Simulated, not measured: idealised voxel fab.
The document below concerns the process module designated voxel fin reveal.
Cross-section cut spans 285 nm and uses square cells 5 nm in size.
Throughout this document, each cross-section is represented as a grid of square cells and is presented as a sequence of bands enumerated from the top downward, where a band comprises one or more rows of cells.
Heights first: top, then bottom, in nm. Then materials, left to right, each with a width in nm. "everywhere" on a single material: fills the band edge to edge. "blank": empty space.
It should be noted that heights are counted from 0, beneath which the wafer as supplied is of one material throughout, and that the lowest band possesses no lower boundary but continues downward, as written in "0 and below".
You'd read "30..40" like this: the band's top row of cells is as wide as the first number, its bottom row is as wide as the second, and going down, every row changes width by the same amount as the row before did.
"nothing altered" after a step means that no cell of the cross-section changed.
Entry "Fully sealed voids". Content: empty spaces with no open connection to the top, size 8 cells or greater. Each: width x height at distance. Distance: from left edge. Unit: nm.
Past the settings on a step's line: simulator remark, on that step.
Steps that use a mask can have "overlay nm" on their line. It says how far the mask sat to the right of where it was meant to be. Negative means to the left.

[Planned process steps]
step 1: RECEIVE,material Si
step 2: CONFORMAL_DEP,material SiN,thk nm 5
step 3: DIRECTIONAL_DEP,material aC,thk nm 10
step 4: PATTERN,tone cover,mask id FINS,material resist,width nm 15,pitch nm 45,thk nm 30,overlay nm -15
step 5: DIRECTIONAL_ETCH,etch materials aC,depth nm 10
step 6: STRIP,etch materials resist
step 7: DIRECTIONAL_ETCH,etch materials SiN,depth nm 5
step 8: DIRECTIONAL_ETCH,etch materials Si,depth nm 40
step 9: STRIP,etch materials aC
step 10: FILL_DEP,material SiO2,thk nm 15
step 11: CMP,height nm 5
step 12: SELECTIVE_ETCH,etch materials SiO2,depth nm 20
step 13: STRIP,etch materials SiN
step 14: CONFORMAL_DEP,material SiO2,thk nm 5
Heads up: all these wafers start the same, and what changes between them is the overlay nm in step 4. The value you see in the plan is just what the first wafer got.

[As-received state after step 1, first of several wafers, cross-section]
    0 and below: Si everywhere
    Fully sealed voids: none

[Wafer rows, end of module: cells per material gained (+) or lost (-) since receipt; closed voids last]
overlay nm -15 | -384 Si | +315 SiO2 | Fully sealed voids: none
overlay nm -10 | -384 Si | +315 SiO2 | Fully sealed voids: none
overlay nm -5 | -384 Si | +315 SiO2 | Fully sealed voids: none
overlay nm 0 | -384 Si | +315 SiO2 | Fully sealed voids: none
overlay nm 5 | -384 Si | +315 SiO2 | Fully sealed voids: none
overlay nm 10 | -384 Si | +315 SiO2 | Fully sealed voids: none
overlay nm 15 | -384 Si | +315 SiO2 | Fully sealed voids: none
